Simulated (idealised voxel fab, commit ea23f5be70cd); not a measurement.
process module | voxel fin reveal
cross-section cut | 290 nm wide | cells 5 nm
A cross-section is a grid of square cells, given in bands from the top down. A band is one or more rows of cells.
Each band's line starts with the height of the band's top and of its bottom, in nm. Then come its materials from left to right, each with its width in nm. One material with "throughout" fills the band from edge to edge. "air" is empty space.
Height 0 is the level under which the wafer as received is all one material. The lowest band goes on downwards, as in "0 down".
A width such as "30 to 40" changes by the same amount from each row of cells to the next, from the band's top row to its bottom row.
"no change" after a step means that no cell of the cross-section changed.
closed voids: empty space of 8 cells or more with no open way to the top, each as width x height at its distance from the left edge, in nm
after a step's settings: what the simulator itself notes on the step
overlay nm, on a step with a mask: how far to the right of its planned place the mask lay; to the left if negative
plan
1 op RECEIVE | material Si
2 op CONFORMAL_DEP | material SiN | thk nm 5
3 op DIRECTIONAL_DEP | material aC | thk nm 15
4 op PATTERN | tone cover | mask id FINS | material resist | width nm 15 | pitch nm 35 | thk nm 30 | overlay nm 0
5 op DIRECTIONAL_ETCH | etch materials aC | depth nm 15
6 op STRIP | etch materials resist
7 op DIRECTIONAL_ETCH | etch materials SiN | depth nm 5
8 op DIRECTIONAL_ETCH | etch materials Si | depth nm 35
9 op STRIP | etch materials aC
10 op OXIDIZE | depth nm 5
11 op FILL_DEP | material SiO2 | thk nm 15
12 op CMP | height nm 5
13 op SELECTIVE_ETCH | etch materials SiO2 | depth nm 25
14 op STRIP | etch materials SiN
15 op CONFORMAL_DEP | material SiO2 | thk nm 5
as received, after step 1
  0 down: Si throughout
  closed voids: none
first wafer at the end, as planned
  5 to 0: air 85 | SiO2 15 | air 20 | SiO2 15 | air 20 | SiO2 15 | air 20 | SiO2 15 | air 85
  0 to -15: air 85 | SiO2 5 | Si 5 | SiO2 5 | air 20 | SiO2 5 | Si 5 | SiO2 5 | air 20 | SiO2 5 | Si 5 | SiO2 5 | air 20 | SiO2 5 | Si 5 | SiO2 5 | air 85
  -15 to -40: SiO2 90 | Si 5 | SiO2 30 | Si 5 | SiO2 30 | Si 5 | SiO2 30 | Si 5 | SiO2 90
  -40 down: Si throughout
  closed voids: none
second wafer at the end: like start, like plan, one mistake
  5 to 0: air 85 | SiO2 15 | air 20 | SiO2 15 | air 20 | SiO2 15 | air 20 | SiO2 15 | air 85
  0 to -40: SiO2 90 | Si 5 | SiO2 30 | Si 5 | SiO2 30 | Si 5 | SiO2 30 | Si 5 | SiO2 90
  -40 down: Si throughout
  closed voids: none
what went wrong: step 12 was left out
at the end the second wafer has, in cells: 138 more of SiO2
